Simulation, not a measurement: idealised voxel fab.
The document below concerns the process module designated voxel self aligned contacts.
This is section cut - it's 195 nm across, gridded in 5 nm square cells.
Bands, listed from the top down, are how a cross-section gets written in this document; the cross-section itself is a grid of square cells, and a band is one or more rows of them.
Band: top height; bottom height; in nm. Then, left to right: material with width in nm, for each material. "throughout": a single material spanning edge to edge. "blank": empty space.
Where do heights start? At 0: under that level the wafer as delivered is made of one material only. And the lowest band has no floor; it just carries on downward, as in "0 nm and below".
A two-number width, for instance "30..40", indicates that the width is equal to the first number in the top row of the band and to the second number in the bottom row, and that it changes by a constant amount per row of cells.
The cross-section has no changed cell in any step marked "no modification".
Closed-off voids of 8+ cells (no open route to the top) go in "Sealed internal cavities", written width x height at distance from the left edge, in nm.
Whatever follows a step's settings on its line is a remark the simulator itself makes about that step.
"overlay nm" answers the question of how far to the right of plan the mask lay on a step that has a mask, and when it is negative the answer is to the left.

# Below is the list of planned process steps
- 1: op RECEIVE | material Si
- 2: op OXIDIZE | depth nm 5
- 3: op DIRECTIONAL_DEP | material polySi | thk nm 20
- 4: op DIRECTIONAL_DEP | material SiN | thk nm 25
- 5: op MASKED_ETCH | tone cover | mask id GATE | width nm 30 | pitch nm 70 | etch materials SiN | depth nm 25 | overlay nm 0
- 6: op MASKED_ETCH | tone cover | mask id GATE | width nm 30 | pitch nm 70 | etch materials polySi | depth nm 20 | overlay nm 0
- 7: op CONFORMAL_DEP | material SiN | thk nm 10
- 8: op DIRECTIONAL_ETCH | etch materials SiN | depth nm 10
- 9: op FILL_DEP | material SiO2 | thk nm 15
- 10: op CMP | height nm 50
- 11: op DIRECTIONAL_DEP | material aC | thk nm 15
- 12: op PATTERN | tone open | mask id CONTACT | material resist | width nm 50 | thk nm 35 | overlay nm 0
- 13: op DIRECTIONAL_ETCH | etch materials aC | depth nm 15
- 14: op STRIP | etch materials resist
- 15: op DIRECTIONAL_ETCH | etch materials SiO2 | depth nm 55
- 16: op STRIP | etch materials aC
- 17: op CONFORMAL_DEP | material TiN | thk nm 5
- 18: op FILL_DEP | material Ru | thk nm 10
- 19: op CMP | height nm 50
- 20: op CONFORMAL_DEP | material SiCN | thk nm 5

# Of two wafers, the first: run according to plan

# Incoming wafer, cross-sectional view, post step 1
    0 nm and below  Si throughout
    Sealed internal cavities: none

# After step 2: wafer cross-section
    0 nm to -5 nm  SiO2 throughout
    Under -5: no change, same as before.

# After step 3: wafer cross-section
    20 nm to 0 nm  polySi throughout
    Under 0: no change, same as before.

# After step 4: wafer cross-section
    45 nm to 20 nm  SiN throughout
    Under 20: no change, same as before.

# After step 5: wafer cross-section
    45 nm to 20 nm  blank 45, SiN 30, blank 40, SiN 30, blank 50
    Under 20: no change, same as before.

# After step 6: wafer cross-section
    45 nm to 20 nm  blank 45, SiN 30, blank 40, SiN 30, blank 50
    20 nm to 0 nm  blank 45, polySi 30, blank 40, polySi 30, blank 50
    Under 0: no change, same as before.

# After step 7: wafer cross-section
    55 nm to 20 nm  blank 35, SiN 50, blank 20, SiN 50, blank 40
    20 nm to 10 nm  blank 35, SiN 10, polySi 30, SiN 10, blank 20, SiN 10, polySi 30, SiN 10, blank 40
    10 nm to 0 nm  SiN 45, polySi 30, SiN 40, polySi 30, SiN 50
    Under 0: no change, same as before.

# After step 8: wafer cross-section
    45 nm to 20 nm  blank 35, SiN 50, blank 20, SiN 50, blank 40
    20 nm to 0 nm  blank 35, SiN 10, polySi 30, SiN 10, blank 20, SiN 10, polySi 30, SiN 10, blank 40
    Under 0: no change, same as before.

# After step 9: wafer cross-section
    60 nm to 45 nm  SiO2 throughout
    45 nm to 20 nm  SiO2 35, SiN 50, SiO2 20, SiN 50, SiO2 40
    20 nm to 0 nm  SiO2 35, SiN 10, polySi 30, SiN 10, SiO2 20, SiN 10, polySi 30, SiN 10, SiO2 40
    Under 0: no change, same as before.

# After step 10: wafer cross-section
    50 nm to 45 nm  SiO2 throughout
    Under 45: no change, same as before.

# After step 11: wafer cross-section
    65 nm to 50 nm  aC throughout
    Under 50: no change, same as before.

# After step 12: wafer cross-section
    100 nm to 65 nm  resist 70, blank 50, resist 75
    Under 65: no change, same as before.

# After step 13: wafer cross-section
    85 nm to 65 nm  resist 70, blank 50, resist 75
    65 nm to 50 nm  aC 70, blank 50, aC 75
    Under 50: no change, same as before.

# After step 14: wafer cross-section
    65 nm to 50 nm  aC 70, blank 50, aC 75
    Under 50: no change, same as before.

# After step 15: wafer cross-section
    65 nm to 50 nm  aC 70, blank 50, aC 75
    50 nm to 45 nm  SiO2 70, blank 50, SiO2 75
    45 nm to 20 nm  SiO2 35, SiN 50, blank 20, SiN 50, SiO2 40
    20 nm to 0 nm  SiO2 35, SiN 10, polySi 30, SiN 10, blank 20, SiN 10, polySi 30, SiN 10, SiO2 40
    0 nm to -5 nm  SiO2 85, blank 20, SiO2 90
    Under -5: no change, same as before.

# After step 16: wafer cross-section
    50 nm to 45 nm  SiO2 70, blank 50, SiO2 75
    Under 45: no change, same as before.

# After step 17: wafer cross-section
    55 nm to 50 nm  TiN 75, blank 40, TiN 80
    50 nm to 45 nm  SiO2 70, TiN 20, blank 10, TiN 20, SiO2 75
    45 nm to 20 nm  SiO2 35, SiN 50, TiN 5, blank 10, TiN 5, SiN 50, SiO2 40
    20 nm to 0 nm  SiO2 35, SiN 10, polySi 30, SiN 10, TiN 5, blank 10, TiN 5, SiN 10, polySi 30, SiN 10, SiO2 40
    0 nm to -5 nm  SiO2 85, TiN 20, SiO2 90
    Under -5: no change, same as before.

# After step 18: wafer cross-section
    65 nm to 55 nm  Ru throughout
    55 nm to 50 nm  TiN 75, Ru 40, TiN 80
    50 nm to 45 nm  SiO2 70, TiN 20, Ru 10, TiN 20, SiO2 75
    45 nm to 20 nm  SiO2 35, SiN 50, TiN 5, Ru 10, TiN 5, SiN 50, SiO2 40
    20 nm to 0 nm  SiO2 35, SiN 10, polySi 30, SiN 10, TiN 5, Ru 10, TiN 5, SiN 10, polySi 30, SiN 10, SiO2 40
    Under 0: no change, same as before.

# After step 19: wafer cross-section
    50 nm to 45 nm  SiO2 70, TiN 20, Ru 10, TiN 20, SiO2 75
    Under 45: no change, same as before.

# After step 20: wafer cross-section
    55 nm to 50 nm  SiCN throughout
    Under 50: no change, same as before.

# Wafer two. Same start, same plan, one slip in execution. Same as wafer one through step 18, inclusive

Cross-sectional representation of the second wafer at the time designated in the plan for the completion of step 19: no modification

# Cross-sectional representation of the second wafer at the time designated in the plan for the completion of step 20
    70 nm to 65 nm  SiCN throughout
    Under 65: no change, same as before.
Plan not followed: plan step 19 was not performed, having been skipped
Final tally in cells, some materials are higher or lower on the second wafer than on the first: +86 Ru; +31 TiN
